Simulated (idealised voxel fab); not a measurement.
process module | voxel fin reveal
cross-section cut | 175 nm wide | cells 5 nm
A cross-section is a grid of square cells, given in bands from the top down. A band is one or more rows of cells.
Each band's line starts with the height of the band's top and of its bottom, in nm. Then come its materials from left to right, each with its width in nm. One material with "throughout" fills the band from edge to edge. "air" is empty space.
Height 0 is the level under which the wafer as received is all one material. The lowest band goes on downwards, as in "0 down".
A width such as "30 to 40" changes by the same amount from each row of cells to the next, from the band's top row to its bottom row.
"no change" after a step means that no cell of the cross-section changed.
closed voids: empty space of 8 cells or more with no open way to the top, each as width x height at its distance from the left edge, in nm
after a step's settings: what the simulator itself notes on the step
overlay nm, on a step with a mask: how far to the right of its planned place the mask lay; to the left if negative
plan
1 op RECEIVE | material Si
2 op CONFORMAL_DEP | material SiN | thk nm 10
3 op MASKED_ETCH | tone cover | mask id FINS | width nm 15 | pitch nm 35 | etch materials SiN | depth nm 10 | overlay nm 0
4 op MASKED_ETCH | tone cover | mask id FINS | width nm 15 | pitch nm 35 | etch materials Si | depth nm 35 | overlay nm 0
5 op OXIDIZE | depth nm 5
6 op FILL_DEP | material SiO2 | thk nm 15
7 op CMP | height nm 10
8 op SELECTIVE_ETCH | etch materials SiO2 | depth nm 30
9 op STRIP | etch materials SiN
as received, after step 1
  0 down: Si throughout
  closed voids: none
a wafer at the end: this start, this plan, one mistake
  0 to -5: Si 55 | air 25 | Si 10 | air 25 | Si 60
  -5 down: Si throughout
  closed voids: none
what went wrong: step 3 ran as: op MASKED_ETCH | tone open | mask id FINS | width nm 15 | pitch nm 35 | etch materials SiN | depth nm 10 | overlay nm 0
